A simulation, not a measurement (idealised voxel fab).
Process module heading - voxel wiring stack
The cross-section shown here is cut; it is 235 nm wide and divided into square cells measuring 5 nm on a side.
Cross-section = grid of square cells, listed top down in bands; band = one or more rows. Band: top height; bottom height; in nm. Then, left to right: material with width in nm, for each material. "full width": a single material spanning edge to edge. "blank": empty space. Convention: height 0 is the level below which the wafer, as received, is all one material. The lowest band does not terminate at the bottom but continues downward, represented as "top 0, no bottom". The width entry "30..40" should be interpreted row by row: the top row of cells in the band takes the first number, the bottom row takes the second number, and the change between adjacent rows is uniform throughout. Basically "no alterations made" means that step didn't change any cell in the cross-section. This entry, "closed voids", enumerates those empty regions of no fewer than 8 cells that possess no open connection to the top. Each region is reported in the form width x height at distance, the distance being taken from the left edge, with all three quantities expressed in nm. Where a step's line continues beyond its settings, the continuation is a remark by the simulator itself on that step. When a step includes a mask, the "overlay nm" setting on its line states how far to the right of its planned place that mask lay, and negative values state how far to the left.

# Process steps - plan
1 RECEIVE [material Si]
2 CONFORMAL_DEP [material SiO2] [thk nm 15]
3 DIRECTIONAL_DEP [material TiN] [thk nm 5]
4 DIRECTIONAL_DEP [material W] [thk nm 20]
5 DIRECTIONAL_DEP [material aC] [thk nm 15]
6 PATTERN [tone cover] [mask id METAL_1] [material resist] [width nm 30] [pitch nm 60] [thk nm 30] [overlay nm 0]
7 DIRECTIONAL_ETCH [etch materials aC] [depth nm 15]
8 STRIP [etch materials resist]
9 DIRECTIONAL_ETCH [etch materials W] [depth nm 20]
10 DIRECTIONAL_ETCH [etch materials TiN] [depth nm 5]
11 STRIP [etch materials aC]
12 CONFORMAL_DEP [material SiCN] [thk nm 5]
13 FILL_DEP [material lowk] [thk nm 10]
14 CMP [height nm 40]
15 CONFORMAL_DEP [material SiCN] [thk nm 5]
16 DIRECTIONAL_DEP [material SiO2] [thk nm 20]
17 MASKED_ETCH [tone open] [mask id PLUG_1] [width nm 15] [pitch nm 120] [etch materials SiO2] [depth nm 20] [overlay nm 0]
18 MASKED_ETCH [tone open] [mask id PLUG_1] [width nm 15] [pitch nm 120] [etch materials SiCN] [depth nm 5] [overlay nm 0]
19 CONFORMAL_DEP [material TiN] [thk nm 5]
20 FILL_DEP [material W] [thk nm 5]
21 CMP [height nm 65]
22 CONFORMAL_DEP [material SiCN] [thk nm 5]
23 DIRECTIONAL_DEP [material SiO2] [thk nm 15]
24 PATTERN [tone open] [mask id METAL_2] [material resist] [width nm 30] [pitch nm 60] [thk nm 20] [overlay nm 0]
25 DIRECTIONAL_ETCH [etch materials SiO2] [depth nm 15]
26 DIRECTIONAL_ETCH [etch materials SiCN] [depth nm 5]
27 STRIP [etch materials resist]
28 CONFORMAL_DEP [material TiN] [thk nm 5]
29 FILL_DEP [material W] [thk nm 5]
30 CMP [height nm 85]
31 CONFORMAL_DEP [material SiCN] [thk nm 5]
32 DIRECTIONAL_DEP [material SiO2] [thk nm 10]
33 MASKED_ETCH [tone open] [mask id PLUG_2] [width nm 15] [pitch nm 60] [etch materials SiO2] [depth nm 10] [overlay nm 0]
34 MASKED_ETCH [tone open] [mask id PLUG_2] [width nm 15] [pitch nm 60] [etch materials SiCN] [depth nm 5] [overlay nm 0]
35 CONFORMAL_DEP [material TiN] [thk nm 5]
36 FILL_DEP [material W] [thk nm 5]
37 CMP [height nm 100]
38 DIRECTIONAL_DEP [material TiN] [thk nm 5]
39 DIRECTIONAL_DEP [material Ru] [thk nm 25]
40 MASKED_ETCH [tone cover] [mask id METAL_3] [width nm 30] [pitch nm 60] [etch materials Ru] [depth nm 25] [overlay nm 0]
41 MASKED_ETCH [tone cover] [mask id METAL_3] [width nm 30] [pitch nm 60] [etch materials TiN] [depth nm 5] [overlay nm 0]
42 CONFORMAL_DEP [material SiN] [thk nm 5]
43 FILL_DEP [material lowk] [thk nm 5]
44 CMP [height nm 130]
45 CONFORMAL_DEP [material SiCN] [thk nm 5]

# Wafer at receipt (post step 1), cross-section
  top 0, no bottom | Si full width
  closed voids: none

# Wafer cross-section at module end: first of two, run to plan
  top 135, bottom 130 | SiCN full width
  top 130, bottom 105 | lowk=35, SiN=5, Ru=30, SiN=5, lowk=20, SiN=5, Ru=30, SiN=5, lowk=20, SiN=5, Ru=30, SiN=5, lowk=40
  top 105, bottom 100 | SiN=40, TiN=30, SiN=30, TiN=30, SiN=30, TiN=30, SiN=45
  top 100, bottom 90 | SiO2=40, TiN=5, W=5, TiN=5, SiO2=45, TiN=5, W=5, TiN=5, SiO2=45, TiN=5, W=5, TiN=5, SiO2=60
  top 90, bottom 85 | SiCN=40, TiN=15, SiCN=45, TiN=15, SiCN=45, TiN=15, SiCN=60
  top 85, bottom 70 | SiO2=40, TiN=5, W=20, TiN=5, SiO2=30, TiN=5, W=20, TiN=5, SiO2=30, TiN=5, W=20, TiN=5, SiO2=45
  top 70, bottom 65 | SiCN=40, TiN=30, SiCN=30, TiN=30, SiCN=30, TiN=30, SiCN=45
  top 65, bottom 45 | SiO2=40, TiN=5, W=5, TiN=5, SiO2=105, TiN=5, W=5, TiN=5, SiO2=60
  top 45, bottom 40 | SiCN=40, TiN=15, SiCN=105, TiN=15, SiCN=60
  top 40, bottom 20 | lowk=35, SiCN=5, W=30, SiCN=5, lowk=20, SiCN=5, W=30, SiCN=5, lowk=20, SiCN=5, W=30, SiCN=5, lowk=40
  top 20, bottom 15 | SiCN=40, TiN=30, SiCN=30, TiN=30, SiCN=30, TiN=30, SiCN=45
  top 15, bottom 0 | SiO2 full width
  top 0, no bottom | Si full width
  closed voids: none

# Cross-section of the latter of the two wafers at module completion. It had an identical start and an identical plan to the former; in running it, one mistake was made
  top 135, bottom 130 | SiCN full width
  top 130, bottom 125 | SiN=40, TiN=30, SiN=30, TiN=30, SiN=30, TiN=30, SiN=45
  top 125, bottom 100 | Ru full width
  top 100, bottom 90 | SiO2=40, TiN=5, W=5, TiN=5, SiO2=45, TiN=5, W=5, TiN=5, SiO2=45, TiN=5, W=5, TiN=5, SiO2=60
  top 90, bottom 85 | SiCN=40, TiN=15, SiCN=45, TiN=15, SiCN=45, TiN=15, SiCN=60
  top 85, bottom 70 | SiO2=40, TiN=5, W=20, TiN=5, SiO2=30, TiN=5, W=20, TiN=5, SiO2=30, TiN=5, W=20, TiN=5, SiO2=45
  top 70, bottom 65 | SiCN=40, TiN=30, SiCN=30, TiN=30, SiCN=30, TiN=30, SiCN=45
  top 65, bottom 45 | SiO2=40, TiN=5, W=5, TiN=5, SiO2=105, TiN=5, W=5, TiN=5, SiO2=60
  top 45, bottom 40 | SiCN=40, TiN=15, SiCN=105, TiN=15, SiCN=60
  top 40, bottom 20 | lowk=35, SiCN=5, W=30, SiCN=5, lowk=20, SiCN=5, W=30, SiCN=5, lowk=20, SiCN=5, W=30, SiCN=5, lowk=40
  top 20, bottom 15 | SiCN=40, TiN=30, SiCN=30, TiN=30, SiCN=30, TiN=30, SiCN=45
  top 15, bottom 0 | SiO2 full width
  top 0, no bottom | Si full width
  closed voids: none
What was done differently from what was planned? steps 38 and 39 got flipped, so each one ran where the other should have
Materials where the second wafer ends with more or fewer cells than the first: Ru: 145 more; SiN: 30 fewer; lowk: 115 fewer
